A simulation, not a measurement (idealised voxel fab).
Process module, titled voxel self aligned contacts
We display cut, a cross-section 230 nm in width whose square cells are each 5 nm.
A cross-section is written here as square cells arranged in a grid, and it is given in bands from the top down, each band taking up one or more rows of cells.
Band entry format. Leading values: height of top, height of bottom, nm. Remainder: materials in left-to-right order, each with its width in nm. Special words: "full width" on a single material, which then fills the band edge to edge; "air", empty space.
For the purposes of this specification, 0 denotes the height below which the wafer in its as-received condition is composed wholly of one material, and the lowermost band, lacking a lower limit, extends downward without end, as expressed in "0..down".
With a width like "30..40", each row of cells in the band differs from the next by the same amount, the top row carrying the first number and the bottom row the second.
The cross-section has no changed cell in any step marked "nothing was modified".
The label "Fully enclosed voids" introduces a list of the empty spaces, 8 cells or larger, that have no open way up to the top; each entry in it reads width x height at distance, where the distance is taken from the left edge and all three are stated in nm.
The remark found on a step's line after its settings is issued by the simulator itself and pertains to that step.
Among the settings permitted on a step's line is "overlay nm"; applied to a step with a mask, it specifies the extent to which the mask lay to the right of its planned position, whereas a negative figure signifies a position to the left.
Planned step list for the process
1,RECEIVE (material Si)
2,CONFORMAL_DEP (material SiO2; thk nm 5)
3,DIRECTIONAL_DEP (material polySi; thk nm 20)
4,DIRECTIONAL_DEP (material SiN; thk nm 15)
5,DIRECTIONAL_DEP (material aC; thk nm 15)
6,PATTERN (tone cover; mask id GATE; material resist; width nm 25; pitch nm 55; thk nm 35; overlay nm 0)
7,DIRECTIONAL_ETCH (etch materials aC; depth nm 15)
8,STRIP (etch materials resist)
9,DIRECTIONAL_ETCH (etch materials SiN; depth nm 15)
10,DIRECTIONAL_ETCH (etch materials polySi; depth nm 30)
11,STRIP (etch materials aC)
12,CONFORMAL_DEP (material SiN; thk nm 5)
13,DIRECTIONAL_ETCH (etch materials SiN; depth nm 5)
14,FILL_DEP (material SiO2; thk nm 20)
15,CMP (height nm 60)
16,DIRECTIONAL_DEP (material aC; thk nm 10)
17,PATTERN (tone open; mask id CONTACT; material resist; width nm 40; thk nm 30; overlay nm 0)
18,DIRECTIONAL_ETCH (etch materials aC; depth nm 10)
19,STRIP (etch materials resist)
20,DIRECTIONAL_ETCH (etch materials SiO2; depth nm 60)
21,STRIP (etch materials aC)
22,CONFORMAL_DEP (material TiN; thk nm 5)
23,FILL_DEP (material W; thk nm 10)
24,CMP (height nm 60)
25,CONFORMAL_DEP (material SiN; thk nm 5)
What sets these wafers apart? The thk nm at step 3. They all start alike, and the plan carries the first wafer's value.
This is how the first of several wafers looked in cross-section when it arrived, which is after step 1
- 0..down: Si full width
- Fully enclosed voids: none
Take a look at the first of several wafers in cross-section: the module is done, and step 25 was its last step
- 65..60: SiN full width
- 60..45: 95 of SiO2  5 of TiN  30 of W  5 of TiN  95 of SiO2
- 45..40: 95 of SiO2  15 of TiN  10 of W  15 of TiN  95 of SiO2
- 40..25: 70 of SiO2  35 of SiN  5 of TiN  10 of W  5 of TiN  35 of SiN  70 of SiO2
- 25..5: 70 of SiO2  5 of SiN  25 of polySi  5 of SiN  5 of TiN  10 of W  5 of TiN  5 of SiN  25 of polySi  5 of SiN  70 of SiO2
- 5..0: 105 of SiO2  20 of TiN  105 of SiO2
- 0..down: Si full width
- Fully enclosed voids: none
Sectional view of the last wafer upon completion of the module
- 65..60: SiN full width
- 60..50: 70 of SiO2  35 of SiN  5 of TiN  10 of W  5 of TiN  35 of SiN  70 of SiO2
- 50..25: 70 of SiO2  5 of SiN  25 of polySi  5 of SiN  5 of TiN  10 of W  5 of TiN  5 of SiN  25 of polySi  5 of SiN  70 of SiO2
- 25..20: 70 of SiO2  5 of SiN  25 of polySi  5 of SiN  20 of TiN  5 of SiN  25 of polySi  5 of SiN  70 of SiO2
- 20..5: polySi full width
- 5..0: SiO2 full width
- 0..down: Si full width
- Fully enclosed voids: none
Quick key for the table: a row per wafer, taken at the end of the module. For each material it tells you how many cells the wafer gained (+) or lost (-) since it came in, and the closed voids come after
thk nm 20; +104 SiN; +390 SiO2; +30 TiN; +34 W; +40 polySi; Fully enclosed voids: none
thk nm 25; +108 SiN; +380 SiO2; +30 TiN; +30 W; +50 polySi; Fully enclosed voids: none
thk nm 30; +112 SiN; +370 SiO2; +30 TiN; +26 W; +60 polySi; Fully enclosed voids: none
thk nm 35; +112 SiN; +336 SiO2; +26 TiN; +18 W; +106 polySi; Fully enclosed voids: none
thk nm 40; +112 SiN; +298 SiO2; +20 TiN; +16 W; +152 polySi; Fully enclosed voids: none
thk nm 45; +98 SiN; +270 SiO2; +18 TiN; +14 W; +198 polySi; Fully enclosed voids: none
